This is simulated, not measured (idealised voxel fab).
Presented below is a process module, voxel transistor to metal.
Shown is cross-section cut, with a width of 260 nm and square cells of size 5 nm.
For the purposes of this document, a cross-section shall be understood as a grid of square cells, specified as bands listed in top-to-bottom order, each band consisting of one or more rows of cells.
Each band's line starts with the height of the band's top and of its bottom, in nm. Then come its materials from left to right, each with its width in nm. One material with "throughout" fills the band from edge to edge. "empty" is empty space.
Convention: height 0 is the level below which the wafer, as received, is all one material. The lowest band does not terminate at the bottom but continues downward, represented as "0 nm and below".
It should be noted that a width expressed as "30 to 40" varies in equal increments from row to row of cells within the band, taking the value of the first number at the top row and that of the second number at the bottom row.
A step reported as "no modification" is a step in which no cell of the cross-section changed.
Closed-off voids of 8+ cells (no open route to the top) go in "Fully sealed voids", written width x height at distance from the left edge, in nm.
Where a step's line continues beyond its settings, the continuation is a remark by the simulator itself on that step.
A step's line can hold "overlay nm"; with a mask on that step, the setting says how far right of the planned place the mask lay, while a negative setting says it lay to the left.

Below is the list of planned process steps:
1. RECEIVE, material Si
2. OXIDIZE, depth nm 5
3. CONFORMAL_DEP, material SiN, thk nm 10
4. PATTERN, tone cover, mask id ACTIVE, material resist, width nm 105, pitch nm 125, thk nm 15, overlay nm 0
5. DIRECTIONAL_ETCH, etch materials SiN, depth nm 10
6. DIRECTIONAL_ETCH, etch materials SiO2, depth nm 5
7. DIRECTIONAL_ETCH, etch materials Si, depth nm 30
8. STRIP, etch materials resist
9. OXIDIZE, depth nm 5
10. FILL_DEP, material SiO2, thk nm 15
11. CMP, height nm 10
12. SELECTIVE_ETCH, etch materials SiO2, depth nm 5
13. STRIP, etch materials SiN
14. SELECTIVE_ETCH, etch materials SiO2, depth nm 5
15. OXIDIZE, depth nm 5
16. DIRECTIONAL_DEP, material polySi, thk nm 30
17. DIRECTIONAL_DEP, material SiCN, thk nm 10
18. MASKED_ETCH, tone cover, mask id GATE, width nm 15, pitch nm 125, etch materials SiCN, depth nm 20, overlay nm 0
19. MASKED_ETCH, tone cover, mask id GATE, width nm 15, pitch nm 125, etch materials polySi, depth nm 40, overlay nm 0
20. CONFORMAL_DEP, material SiO2, thk nm 5
21. DIRECTIONAL_ETCH, etch materials SiO2, depth nm 5
22. CONFORMAL_DEP, material SiN, thk nm 10
23. DIRECTIONAL_ETCH, etch materials SiN, depth nm 10
24. DIRECTIONAL_ETCH, etch materials SiO2, depth nm 5
25. EPI, material SiGe, thk nm 5
26. FILL_DEP, material SiO2, thk nm 10
27. CMP, height nm 35
28. DIRECTIONAL_DEP, material SiO2, thk nm 15
29. PATTERN, tone open, mask id CONTACT, material resist, width nm 20, thk nm 15, overlay nm 0
30. DIRECTIONAL_ETCH, etch materials SiO2, depth nm 55
31. STRIP, etch materials resist
32. CONFORMAL_DEP, material TiN, thk nm 5
33. FILL_DEP, material Ru, thk nm 5
34. CMP, height nm 50
35. CONFORMAL_DEP, material SiCN, thk nm 5
36. DIRECTIONAL_DEP, material lowk, thk nm 15
37. MASKED_ETCH, tone open, mask id METAL_1, width nm 20, etch materials lowk, depth nm 15, overlay nm 0
38. MASKED_ETCH, tone open, mask id METAL_1, width nm 20, etch materials SiCN, depth nm 5, overlay nm 0
39. CONFORMAL_DEP, material TiN, thk nm 5
40. FILL_DEP, material W, thk nm 10
41. CMP, height nm 70
42. CONFORMAL_DEP, material SiCN, thk nm 5
43. DIRECTIONAL_DEP, material SiO2, thk nm 35
44. DIRECTIONAL_DEP, material aC, thk nm 10
45. PATTERN, tone open, mask id METAL_2_HOLES, material resist, width nm 15, pitch nm 125, thk nm 30, overlay nm 0
46. DIRECTIONAL_ETCH, etch materials aC, depth nm 10
47. STRIP, etch materials resist
48. DIRECTIONAL_ETCH, etch materials SiO2, depth nm 35
49. STRIP, etch materials aC
50. PATTERN, tone open, mask id METAL_2, material resist, width nm 20, pitch nm 125, thk nm 20, overlay nm 0
51. DIRECTIONAL_ETCH, etch materials SiO2, depth nm 20
52. DIRECTIONAL_ETCH, etch materials SiCN, depth nm 5
53. STRIP, etch materials resist
54. CONFORMAL_DEP, material TiN, thk nm 5
55. FILL_DEP, material Cu, thk nm 5
56. CMP, height nm 110
57. CONFORMAL_DEP, material SiN, thk nm 5

On the first of the two wafers: run conducted according to plan:

Delivered wafer in cross-section: state after step 1:
	0 nm and below | Si throughout
	Fully sealed voids: none

After step 2:
	0 nm to -5 nm | SiO2 throughout
	Nothing below the height -5 has changed.

After step 3:
	10 nm to 0 nm | SiN throughout
	Nothing below the height 0 has changed.

After step 4:
	25 nm to 10 nm | 15 of empty  105 of resist  20 of empty  105 of resist  15 of empty
	Nothing below the height 10 has changed.

After step 5:
	25 nm to 10 nm | 15 of empty  105 of resist  20 of empty  105 of resist  15 of empty
	10 nm to 0 nm | 15 of empty  105 of SiN  20 of empty  105 of SiN  15 of empty
	Nothing below the height 0 has changed.

After step 6:
	25 nm to 10 nm | 15 of empty  105 of resist  20 of empty  105 of resist  15 of empty
	10 nm to 0 nm | 15 of empty  105 of SiN  20 of empty  105 of SiN  15 of empty
	0 nm to -5 nm | 15 of empty  105 of SiO2  20 of empty  105 of SiO2  15 of empty
	Nothing below the height -5 has changed.

After step 7:
	25 nm to 10 nm | 15 of empty  105 of resist  20 of empty  105 of resist  15 of empty
	10 nm to 0 nm | 15 of empty  105 of SiN  20 of empty  105 of SiN  15 of empty
	0 nm to -5 nm | 15 of empty  105 of SiO2  20 of empty  105 of SiO2  15 of empty
	-5 nm to -35 nm | 15 of empty  105 of Si  20 of empty  105 of Si  15 of empty
	Nothing below the height -35 has changed.

After step 8:
	10 nm to 0 nm | 15 of empty  105 of SiN  20 of empty  105 of SiN  15 of empty
	Nothing below the height 0 has changed.

After step 9:
	10 nm to 0 nm | 15 of empty  105 of SiN  20 of empty  105 of SiN  15 of empty
	0 nm to -5 nm | 15 of empty  105 of SiO2  20 of empty  105 of SiO2  15 of empty
	-5 nm to -35 nm | 15 of empty  5 of SiO2  95 of Si  5 of SiO2  20 of empty  5 of SiO2  95 of Si  5 of SiO2  15 of empty
	-35 nm to -40 nm | 20 of SiO2  95 of Si  30 of SiO2  95 of Si  20 of SiO2
	Nothing below the height -40 has changed.

After step 10:
	25 nm to 10 nm | SiO2 throughout
	10 nm to 0 nm | 15 of SiO2  105 of SiN  20 of SiO2  105 of SiN  15 of SiO2
	0 nm to -5 nm | SiO2 throughout
	-5 nm to -40 nm | 20 of SiO2  95 of Si  30 of SiO2  95 of Si  20 of SiO2
	Nothing below the height -40 has changed.

After step 11:
	10 nm to 0 nm | 15 of SiO2  105 of SiN  20 of SiO2  105 of SiN  15 of SiO2
	Nothing below the height 0 has changed.

After step 12:
	10 nm to 5 nm | 15 of empty  105 of SiN  20 of empty  105 of SiN  15 of empty
	Nothing below the height 5 has changed.

After step 13:
	5 nm to 0 nm | 15 of SiO2  105 of empty  20 of SiO2  105 of empty  15 of SiO2
	Nothing below the height 0 has changed.

After step 14:
	0 nm to -5 nm | 10 of SiO2  115 of empty  10 of SiO2  115 of empty  10 of SiO2
	Nothing below the height -5 has changed.

After step 15:
	0 nm to -5 nm | 10 of SiO2  115 of empty  10 of SiO2  115 of empty  10 of SiO2
	-5 nm to -10 nm | SiO2 throughout
	Nothing below the height -10 has changed.

After step 16:
	30 nm to 25 nm | 10 of polySi  115 of empty  10 of polySi  115 of empty  10 of polySi
	25 nm to 0 nm | polySi throughout
	0 nm to -5 nm | 10 of SiO2  115 of polySi  10 of SiO2  115 of polySi  10 of SiO2
	Nothing below the height -5 has changed.

After step 17:
	40 nm to 35 nm | 10 of SiCN  115 of empty  10 of SiCN  115 of empty  10 of SiCN
	35 nm to 30 nm | SiCN throughout
	30 nm to 25 nm | 10 of polySi  115 of SiCN  10 of polySi  115 of SiCN  10 of polySi
	Nothing below the height 25 has changed.

After step 18:
	35 nm to 30 nm | 60 of empty  15 of SiCN  110 of empty  15 of SiCN  60 of empty
	30 nm to 25 nm | 10 of polySi  50 of empty  15 of SiCN  50 of empty  10 of polySi  50 of empty  15 of SiCN  50 of empty  10 of polySi
	Nothing below the height 25 has changed.

After step 19:
	35 nm to 25 nm | 60 of empty  15 of SiCN  110 of empty  15 of SiCN  60 of empty
	25 nm to 0 nm | 60 of empty  15 of polySi  110 of empty  15 of polySi  60 of empty
	0 nm to -5 nm | 10 of SiO2  50 of empty  15 of polySi  50 of empty  10 of SiO2  50 of empty  15 of polySi  50 of empty  10 of SiO2
	Nothing below the height -5 has changed.

After step 20:
	40 nm to 35 nm | 55 of empty  25 of SiO2  100 of empty  25 of SiO2  55 of empty
	35 nm to 25 nm | 55 of empty  5 of SiO2  15 of SiCN  5 of SiO2  100 of empty  5 of SiO2  15 of SiCN  5 of SiO2  55 of empty
	25 nm to 5 nm | 55 of empty  5 of SiO2  15 of polySi  5 of SiO2  100 of empty  5 of SiO2  15 of polySi  5 of SiO2  55 of empty
	5 nm to 0 nm | 15 of SiO2  40 of empty  5 of SiO2  15 of polySi  5 of SiO2  40 of empty  20 of SiO2  40 of empty  5 of SiO2  15 of polySi  5 of SiO2  40 of empty  15 of SiO2
	0 nm to -5 nm | 60 of SiO2  15 of polySi  110 of SiO2  15 of polySi  60 of SiO2
	Nothing below the height -5 has changed.

After step 21:
	35 nm to 25 nm | 55 of empty  5 of SiO2  15 of SiCN  5 of SiO2  100 of empty  5 of SiO2  15 of SiCN  5 of SiO2  55 of empty
	25 nm to 0 nm | 55 of empty  5 of SiO2  15 of polySi  5 of SiO2  100 of empty  5 of SiO2  15 of polySi  5 of SiO2  55 of empty
	0 nm to -5 nm | 15 of SiO2  40 of empty  5 of SiO2  15 of polySi  5 of SiO2  40 of empty  20 of SiO2  40 of empty  5 of SiO2  15 of polySi  5 of SiO2  40 of empty  15 of SiO2
	Nothing below the height -5 has changed.

After step 22:
	45 nm to 35 nm | 45 of empty  45 of SiN  80 of empty  45 of SiN  45 of empty
	35 nm to 25 nm | 45 of empty  10 of SiN  5 of SiO2  15 of SiCN  5 of SiO2  10 of SiN  80 of empty  10 of SiN  5 of SiO2  15 of SiCN  5 of SiO2  10 of SiN  45 of empty
	25 nm to 10 nm | 45 of empty  10 of SiN  5 of SiO2  15 of polySi  5 of SiO2  10 of SiN  80 of empty  10 of SiN  5 of SiO2  15 of polySi  5 of SiO2  10 of SiN  45 of empty
	10 nm to 5 nm | 25 of SiN  20 of empty  10 of SiN  5 of SiO2  15 of polySi  5 of SiO2  10 of SiN  20 of empty  40 of SiN  20 of empty  10 of SiN  5 of SiO2  15 of polySi  5 of SiO2  10 of SiN  20 of empty  25 of SiN
	5 nm to 0 nm | 55 of SiN  5 of SiO2  15 of polySi  5 of SiO2  100 of SiN  5 of SiO2  15 of polySi  5 of SiO2  55 of SiN
	0 nm to -5 nm | 15 of SiO2  40 of SiN  5 of SiO2  15 of polySi  5 of SiO2  40 of SiN  20 of SiO2  40 of SiN  5 of SiO2  15 of polySi  5 of SiO2  40 of SiN  15 of SiO2
	Nothing below the height -5 has changed.

After step 23:
	35 nm to 25 nm | 45 of empty  10 of SiN  5 of SiO2  15 of SiCN  5 of SiO2  10 of SiN  80 of empty  10 of SiN  5 of SiO2  15 of SiCN  5 of SiO2  10 of SiN  45 of empty
	25 nm to 0 nm | 45 of empty  10 of SiN  5 of SiO2  15 of polySi  5 of SiO2  10 of SiN  80 of empty  10 of SiN  5 of SiO2  15 of polySi  5 of SiO2  10 of SiN  45 of empty
	0 nm to -5 nm | 15 of SiO2  10 of SiN  20 of empty  10 of SiN  5 of SiO2  15 of polySi  5 of SiO2  10 of SiN  20 of empty  10 of SiN  20 of SiO2  10 of SiN  20 of empty  10 of SiN  5 of SiO2  15 of polySi  5 of SiO2  10 of SiN  20 of empty  10 of SiN  15 of SiO2
	Nothing below the height -5 has changed.

After step 24:
	35 nm to 30 nm | 45 of empty  10 of SiN  5 of empty  15 of SiCN  5 of empty  10 of SiN  80 of empty  10 of SiN  5 of empty  15 of SiCN  5 of empty  10 of SiN  45 of empty
	30 nm to 25 nm | 45 of empty  10 of SiN  5 of SiO2  15 of SiCN  5 of SiO2  10 of SiN  80 of empty  10 of SiN  5 of SiO2  15 of SiCN  5 of SiO2  10 of SiN  45 of empty
	25 nm to 0 nm | 45 of empty  10 of SiN  5 of SiO2  15 of polySi  5 of SiO2  10 of SiN  80 of empty  10 of SiN  5 of SiO2  15 of polySi  5 of SiO2  10 of SiN  45 of empty
	0 nm to -5 nm | 15 of empty  10 of SiN  20 of empty  10 of SiN  5 of SiO2  15 of polySi  5 of SiO2  10 of SiN  20 of empty  10 of SiN  20 of empty  10 of SiN  20 of empty  10 of SiN  5 of SiO2  15 of polySi  5 of SiO2  10 of SiN  20 of empty  10 of SiN  15 of empty
	-5 nm to -10 nm | 25 of SiO2  20 of empty  45 of SiO2  20 of empty  40 of SiO2  20 of empty  45 of SiO2  20 of empty  25 of SiO2
	Nothing below the height -10 has changed.

After step 25:
	35 nm to 30 nm | 45 of empty  10 of SiN  5 of empty  15 of SiCN  5 of empty  10 of SiN  80 of empty  10 of SiN  5 of empty  15 of SiCN  5 of empty  10 of SiN  45 of empty
	30 nm to 25 nm | 45 of empty  10 of SiN  5 of SiO2  15 of SiCN  5 of SiO2  10 of SiN  80 of empty  10 of SiN  5 of SiO2  15 of SiCN  5 of SiO2  10 of SiN  45 of empty
	25 nm to 0 nm | 45 of empty  10 of SiN  5 of SiO2  15 of polySi  5 of SiO2  10 of SiN  80 of empty  10 of SiN  5 of SiO2  15 of polySi  5 of SiO2  10 of SiN  45 of empty
	0 nm to -5 nm | 15 of empty  10 of SiN  20 of empty  10 of SiN  5 of SiO2  15 of polySi  5 of SiO2  10 of SiN  20 of empty  10 of SiN  20 of empty  10 of SiN  20 of empty  10 of SiN  5 of SiO2  15 of polySi  5 of SiO2  10 of SiN  20 of empty  10 of SiN  15 of empty
	-5 nm to -10 nm | 25 of SiO2  20 of SiGe  45 of SiO2  20 of SiGe  40 of SiO2  20 of SiGe  45 of SiO2  20 of SiGe  25 of SiO2
	Nothing below the height -10 has changed.

After step 26:
	45 nm to 35 nm | SiO2 throughout
	35 nm to 25 nm | 45 of SiO2  10 of SiN  5 of SiO2  15 of SiCN  5 of SiO2  10 of SiN  80 of SiO2  10 of SiN  5 of SiO2  15 of SiCN  5 of SiO2  10 of SiN  45 of SiO2
	25 nm to 0 nm | 45 of SiO2  10 of SiN  5 of SiO2  15 of polySi  5 of SiO2  10 of SiN  80 of SiO2  10 of SiN  5 of SiO2  15 of polySi  5 of SiO2  10 of SiN  45 of SiO2
	0 nm to -5 nm | 15 of SiO2  10 of SiN  20 of SiO2  10 of SiN  5 of SiO2  15 of polySi  5 of SiO2  10 of SiN  20 of SiO2  10 of SiN  20 of SiO2  10 of SiN  20 of SiO2  10 of SiN  5 of SiO2  15 of polySi  5 of SiO2  10 of SiN  20 of SiO2  10 of SiN  15 of SiO2
	Nothing below the height -5 has changed.

After step 27:
	35 nm to 25 nm | 45 of SiO2  10 of SiN  5 of SiO2  15 of SiCN  5 of SiO2  10 of SiN  80 of SiO2  10 of SiN  5 of SiO2  15 of SiCN  5 of SiO2  10 of SiN  45 of SiO2
	Nothing below the height 25 has changed.

After step 28:
	50 nm to 35 nm | SiO2 throughout
	Nothing below the height 35 has changed.

After step 29:
	65 nm to 50 nm | 25 of resist  20 of empty  45 of resist  20 of empty  40 of resist  20 of empty  45 of resist  20 of empty  25 of resist
	Nothing below the height 50 has changed.

After step 30:
	65 nm to 50 nm | 25 of resist  20 of empty  45 of resist  20 of empty  40 of resist  20 of empty  45 of resist  20 of empty  25 of resist
	50 nm to 35 nm | 25 of SiO2  20 of empty  45 of SiO2  20 of empty  40 of SiO2  20 of empty  45 of SiO2  20 of empty  25 of SiO2
	35 nm to 25 nm | 25 of SiO2  20 of empty  10 of SiN  5 of SiO2  15 of SiCN  5 of SiO2  10 of SiN  20 of empty  40 of SiO2  20 of empty  10 of SiN  5 of SiO2  15 of SiCN  5 of SiO2  10 of SiN  20 of empty  25 of SiO2
	25 nm to 0 nm | 25 of SiO2  20 of empty  10 of SiN  5 of SiO2  15 of polySi  5 of SiO2  10 of SiN  20 of empty  40 of SiO2  20 of empty  10 of SiN  5 of SiO2  15 of polySi  5 of SiO2  10 of SiN  20 of empty  25 of SiO2
	0 nm to -5 nm | 15 of SiO2  10 of SiN  20 of empty  10 of SiN  5 of SiO2  15 of polySi  5 of SiO2  10 of SiN  20 of empty  10 of SiN  20 of SiO2  10 of SiN  20 of empty  10 of SiN  5 of SiO2  15 of polySi  5 of SiO2  10 of SiN  20 of empty  10 of SiN  15 of SiO2
	Nothing below the height -5 has changed.

After step 31:
	50 nm to 35 nm | 25 of SiO2  20 of empty  45 of SiO2  20 of empty  40 of SiO2  20 of empty  45 of SiO2  20 of empty  25 of SiO2
	Nothing below the height 35 has changed.

After step 32:
	55 nm to 50 nm | 30 of TiN  10 of empty  55 of TiN  10 of empty  50 of TiN  10 of empty  55 of TiN  10 of empty  30 of TiN
	50 nm to 35 nm | 25 of SiO2  5 of TiN  10 of empty  5 of TiN  45 of SiO2  5 of TiN  10 of empty  5 of TiN  40 of SiO2  5 of TiN  10 of empty  5 of TiN  45 of SiO2  5 of TiN  10 of empty  5 of TiN  25 of SiO2
	35 nm to 25 nm | 25 of SiO2  5 of TiN  10 of empty  5 of TiN  10 of SiN  5 of SiO2  15 of SiCN  5 of SiO2  10 of SiN  5 of TiN  10 of empty  5 of TiN  40 of SiO2  5 of TiN  10 of empty  5 of TiN  10 of SiN  5 of SiO2  15 of SiCN  5 of SiO2  10 of SiN  5 of TiN  10 of empty  5 of TiN  25 of SiO2
	25 nm to 0 nm | 25 of SiO2  5 of TiN  10 of empty  5 of TiN  10 of SiN  5 of SiO2  15 of polySi  5 of SiO2  10 of SiN  5 of TiN  10 of empty  5 of TiN  40 of SiO2  5 of TiN  10 of empty  5 of TiN  10 of SiN  5 of SiO2  15 of polySi  5 of SiO2  10 of SiN  5 of TiN  10 of empty  5 of TiN  25 of SiO2
	0 nm to -5 nm | 15 of SiO2  10 of SiN  20 of TiN  10 of SiN  5 of SiO2  15 of polySi  5 of SiO2  10 of SiN  20 of TiN  10 of SiN  20 of SiO2  10 of SiN  20 of TiN  10 of SiN  5 of SiO2  15 of polySi  5 of SiO2  10 of SiN  20 of TiN  10 of SiN  15 of SiO2
	Nothing below the height -5 has changed.

After step 33:
	60 nm to 55 nm | Ru throughout
	55 nm to 50 nm | 30 of TiN  10 of Ru  55 of TiN  10 of Ru  50 of TiN  10 of Ru  55 of TiN  10 of Ru  30 of TiN
	50 nm to 35 nm | 25 of SiO2  5 of TiN  10 of Ru  5 of TiN  45 of SiO2  5 of TiN  10 of Ru  5 of TiN  40 of SiO2  5 of TiN  10 of Ru  5 of TiN  45 of SiO2  5 of TiN  10 of Ru  5 of TiN  25 of SiO2
	35 nm to 25 nm | 25 of SiO2  5 of TiN  10 of Ru  5 of TiN  10 of SiN  5 of SiO2  15 of SiCN  5 of SiO2  10 of SiN  5 of TiN  10 of Ru  5 of TiN  40 of SiO2  5 of TiN  10 of Ru  5 of TiN  10 of SiN  5 of SiO2  15 of SiCN  5 of SiO2  10 of SiN  5 of TiN  10 of Ru  5 of TiN  25 of SiO2
	25 nm to 0 nm | 25 of SiO2  5 of TiN  10 of Ru  5 of TiN  10 of SiN  5 of SiO2  15 of polySi  5 of SiO2  10 of SiN  5 of TiN  10 of Ru  5 of TiN  40 of SiO2  5 of TiN  10 of Ru  5 of TiN  10 of SiN  5 of SiO2  15 of polySi  5 of SiO2  10 of SiN  5 of TiN  10 of Ru  5 of TiN  25 of SiO2
	Nothing below the height 0 has changed.

After step 34:
	50 nm to 35 nm | 25 of SiO2  5 of TiN  10 of Ru  5 of TiN  45 of SiO2  5 of TiN  10 of Ru  5 of TiN  40 of SiO2  5 of TiN  10 of Ru  5 of TiN  45 of SiO2  5 of TiN  10 of Ru  5 of TiN  25 of SiO2
	Nothing below the height 35 has changed.

After step 35:
	55 nm to 50 nm | SiCN throughout
	Nothing below the height 50 has changed.

After step 36:
	70 nm to 55 nm | lowk throughout
	Nothing below the height 55 has changed.

After step 37:
	70 nm to 55 nm | 25 of lowk  20 of empty  45 of lowk  20 of empty  40 of lowk  20 of empty  45 of lowk  20 of empty  25 of lowk
	Nothing below the height 55 has changed.

After step 38:
	70 nm to 55 nm | 25 of lowk  20 of empty  45 of lowk  20 of empty  40 of lowk  20 of empty  45 of lowk  20 of empty  25 of lowk
	55 nm to 50 nm | 25 of SiCN  20 of empty  45 of SiCN  20 of empty  40 of SiCN  20 of empty  45 of SiCN  20 of empty  25 of SiCN
	Nothing below the height 50 has changed.

After step 39:
	75 nm to 70 nm | 30 of TiN  10 of empty  55 of TiN  10 of empty  50 of TiN  10 of empty  55 of TiN  10 of empty  30 of TiN
	70 nm to 55 nm | 25 of lowk  5 of TiN  10 of empty  5 of TiN  45 of lowk  5 of TiN  10 of empty  5 of TiN  40 of lowk  5 of TiN  10 of empty  5 of TiN  45 of lowk  5 of TiN  10 of empty  5 of TiN  25 of lowk
	55 nm to 50 nm | 25 of SiCN  20 of TiN  45 of SiCN  20 of TiN  40 of SiCN  20 of TiN  45 of SiCN  20 of TiN  25 of SiCN
	Nothing below the height 50 has changed.

After step 40:
	85 nm to 75 nm | W throughout
	75 nm to 70 nm | 30 of TiN  10 of W  55 of TiN  10 of W  50 of TiN  10 of W  55 of TiN  10 of W  30 of TiN
	70 nm to 55 nm | 25 of lowk  5 of TiN  10 of W  5 of TiN  45 of lowk  5 of TiN  10 of W  5 of TiN  40 of lowk  5 of TiN  10 of W  5 of TiN  45 of lowk  5 of TiN  10 of W  5 of TiN  25 of lowk
	Nothing below the height 55 has changed.

After step 41:
	70 nm to 55 nm | 25 of lowk  5 of TiN  10 of W  5 of TiN  45 of lowk  5 of TiN  10 of W  5 of TiN  40 of lowk  5 of TiN  10 of W  5 of TiN  45 of lowk  5 of TiN  10 of W  5 of TiN  25 of lowk
	Nothing below the height 55 has changed.

After step 42:
	75 nm to 70 nm | SiCN throughout
	Nothing below the height 70 has changed.

After step 43:
	110 nm to 75 nm | SiO2 throughout
	Nothing below the height 75 has changed.

After step 44:
	120 nm to 110 nm | aC throughout
	Nothing below the height 110 has changed.

After step 45:
	150 nm to 120 nm | 25 of resist  15 of empty  110 of resist  15 of empty  95 of resist
	Nothing below the height 120 has changed.

After step 46:
	140 nm to 120 nm | 25 of resist  15 of empty  110 of resist  15 of empty  95 of resist
	120 nm to 110 nm | 25 of aC  15 of empty  110 of aC  15 of empty  95 of aC
	Nothing below the height 110 has changed.

After step 47:
	120 nm to 110 nm | 25 of aC  15 of empty  110 of aC  15 of empty  95 of aC
	Nothing below the height 110 has changed.

After step 48:
	120 nm to 110 nm | 25 of aC  15 of empty  110 of aC  15 of empty  95 of aC
	110 nm to 75 nm | 25 of SiO2  15 of empty  110 of SiO2  15 of empty  95 of SiO2
	Nothing below the height 75 has changed.

After step 49:
	110 nm to 75 nm | 25 of SiO2  15 of empty  110 of SiO2  15 of empty  95 of SiO2
	Nothing below the height 75 has changed.

After step 50:
	130 nm to 110 nm | 25 of resist  20 of empty  105 of resist  20 of empty  90 of resist
	Nothing below the height 110 has changed.

After step 51:
	130 nm to 110 nm | 25 of resist  20 of empty  105 of resist  20 of empty  90 of resist
	110 nm to 90 nm | 25 of SiO2  20 of empty  105 of SiO2  20 of empty  90 of SiO2
	Nothing below the height 90 has changed.

After step 52:
	130 nm to 110 nm | 25 of resist  20 of empty  105 of resist  20 of empty  90 of resist
	110 nm to 90 nm | 25 of SiO2  20 of empty  105 of SiO2  20 of empty  90 of SiO2
	90 nm to 75 nm | 25 of SiO2  15 of empty  110 of SiO2  15 of empty  95 of SiO2
	75 nm to 70 nm | 25 of SiCN  15 of empty  110 of SiCN  15 of empty  95 of SiCN
	Nothing below the height 70 has changed.

After step 53:
	110 nm to 90 nm | 25 of SiO2  20 of empty  105 of SiO2  20 of empty  90 of SiO2
	Nothing below the height 90 has changed.

After step 54:
	115 nm to 110 nm | 30 of TiN  10 of empty  115 of TiN  10 of empty  95 of TiN
	110 nm to 95 nm | 25 of SiO2  5 of TiN  10 of empty  5 of TiN  105 of SiO2  5 of TiN  10 of empty  5 of TiN  90 of SiO2
	95 nm to 90 nm | 25 of SiO2  5 of TiN  5 of empty  10 of TiN  105 of SiO2  5 of TiN  5 of empty  10 of TiN  90 of SiO2
	90 nm to 75 nm | 25 of SiO2  5 of TiN  5 of empty  5 of TiN  110 of SiO2  5 of TiN  5 of empty  5 of TiN  95 of SiO2
	75 nm to 70 nm | 25 of SiCN  15 of TiN  110 of SiCN  15 of TiN  95 of SiCN
	Nothing below the height 70 has changed.

After step 55:
	120 nm to 115 nm | Cu throughout
	115 nm to 110 nm | 30 of TiN  10 of Cu  115 of TiN  10 of Cu  95 of TiN
	110 nm to 95 nm | 25 of SiO2  5 of TiN  10 of Cu  5 of TiN  105 of SiO2  5 of TiN  10 of Cu  5 of TiN  90 of SiO2
	95 nm to 90 nm | 25 of SiO2  5 of TiN  5 of Cu  10 of TiN  105 of SiO2  5 of TiN  5 of Cu  10 of TiN  90 of SiO2
	90 nm to 75 nm | 25 of SiO2  5 of TiN  5 of Cu  5 of TiN  110 of SiO2  5 of TiN  5 of Cu  5 of TiN  95 of SiO2
	Nothing below the height 75 has changed.

After step 56:
	110 nm to 95 nm | 25 of SiO2  5 of TiN  10 of Cu  5 of TiN  105 of SiO2  5 of TiN  10 of Cu  5 of TiN  90 of SiO2
	Nothing below the height 95 has changed.

After step 57:
	115 nm to 110 nm | SiN throughout
	Nothing below the height 110 has changed.

Wafer two: like wafer one in start and plan, but with one mistake in execution; identical up to and including step 42:

Cross-section of the second wafer at the time by which step 43 should have been completed according to the plan:
	145 nm to 75 nm | SiO2 throughout
	Nothing below the height 75 has changed.

Cross-section of the second wafer at the time by which step 44 should have been completed according to the plan:
	155 nm to 145 nm | aC throughout
	Nothing below the height 145 has changed.

Cross-section of the second wafer at the time by which step 45 should have been completed according to the plan:
	185 nm to 155 nm | 25 of resist  15 of empty  110 of resist  15 of empty  95 of resist
	Nothing below the height 155 has changed.

Cross-section of the second wafer at the time by which step 46 should have been completed according to the plan:
	175 nm to 155 nm | 25 of resist  15 of empty  110 of resist  15 of empty  95 of resist
	155 nm to 145 nm | 25 of aC  15 of empty  110 of aC  15 of empty  95 of aC
	Nothing below the height 145 has changed.

Cross-section of the second wafer at the time by which step 47 should have been completed according to the plan:
	155 nm to 145 nm | 25 of aC  15 of empty  110 of aC  15 of empty  95 of aC
	Nothing below the height 145 has changed.

Cross-section of the second wafer at the time by which step 48 should have been completed according to the plan:
	155 nm to 145 nm | 25 of aC  15 of empty  110 of aC  15 of empty  95 of aC
	145 nm to 110 nm | 25 of SiO2  15 of empty  110 of SiO2  15 of empty  95 of SiO2
	Nothing below the height 110 has changed.

Cross-section of the second wafer at the time by which step 49 should have been completed according to the plan:
	145 nm to 110 nm | 25 of SiO2  15 of empty  110 of SiO2  15 of empty  95 of SiO2
	Nothing below the height 110 has changed.

Cross-section of the second wafer at the time by which step 50 should have been completed according to the plan:
	165 nm to 145 nm | 25 of resist  20 of empty  105 of resist  20 of empty  90 of resist
	Nothing below the height 145 has changed.

Cross-section of the second wafer at the time by which step 51 should have been completed according to the plan:
	165 nm to 145 nm | 25 of resist  20 of empty  105 of resist  20 of empty  90 of resist
	145 nm to 125 nm | 25 of SiO2  20 of empty  105 of SiO2  20 of empty  90 of SiO2
	125 nm to 90 nm | 25 of SiO2  15 of empty  110 of SiO2  15 of empty  95 of SiO2
	Nothing below the height 90 has changed.

Cross-section of the second wafer at the time by which step 52 should have been completed according to the plan: no modification

Cross-section of the second wafer at the time by which step 53 should have been completed according to the plan:
	145 nm to 125 nm | 25 of SiO2  20 of empty  105 of SiO2  20 of empty  90 of SiO2
	Nothing below the height 125 has changed.

Cross-section of the second wafer at the time by which step 54 should have been completed according to the plan:
	150 nm to 145 nm | 30 of TiN  10 of empty  115 of TiN  10 of empty  95 of TiN
	145 nm to 130 nm | 25 of SiO2  5 of TiN  10 of empty  5 of TiN  105 of SiO2  5 of TiN  10 of empty  5 of TiN  90 of SiO2
	130 nm to 125 nm | 25 of SiO2  5 of TiN  5 of empty  10 of TiN  105 of SiO2  5 of TiN  5 of empty  10 of TiN  90 of SiO2
	125 nm to 95 nm | 25 of SiO2  5 of TiN  5 of empty  5 of TiN  110 of SiO2  5 of TiN  5 of empty  5 of TiN  95 of SiO2
	95 nm to 90 nm | 25 of SiO2  15 of TiN  110 of SiO2  15 of TiN  95 of SiO2
	Nothing below the height 90 has changed.

Cross-section of the second wafer at the time by which step 55 should have been completed according to the plan:
	155 nm to 150 nm | Cu throughout
	150 nm to 145 nm | 30 of TiN  10 of Cu  115 of TiN  10 of Cu  95 of TiN
	145 nm to 130 nm | 25 of SiO2  5 of TiN  10 of Cu  5 of TiN  105 of SiO2  5 of TiN  10 of Cu  5 of TiN  90 of SiO2
	130 nm to 125 nm | 25 of SiO2  5 of TiN  5 of Cu  10 of TiN  105 of SiO2  5 of TiN  5 of Cu  10 of TiN  90 of SiO2
	125 nm to 95 nm | 25 of SiO2  5 of TiN  5 of Cu  5 of TiN  110 of SiO2  5 of TiN  5 of Cu  5 of TiN  95 of SiO2
	Nothing below the height 95 has changed.

Cross-section of the second wafer at the time by which step 56 should have been completed according to the plan:
	110 nm to 95 nm | 25 of SiO2  5 of TiN  5 of Cu  5 of TiN  110 of SiO2  5 of TiN  5 of Cu  5 of TiN  95 of SiO2
	Nothing below the height 95 has changed.

Cross-section of the second wafer at the time by which step 57 should have been completed according to the plan:
	115 nm to 110 nm | SiN throughout
	Nothing below the height 110 has changed.
Nonconformance to the process plan: step 43 of the plan was twice carried out
It is noted that, at the conclusion of processing, the second wafer exhibits a higher or lower cell count for certain materials relative to the first: 14 fewer of Cu | 6 more of SiCN | 26 more of SiO2 | 18 fewer of TiN
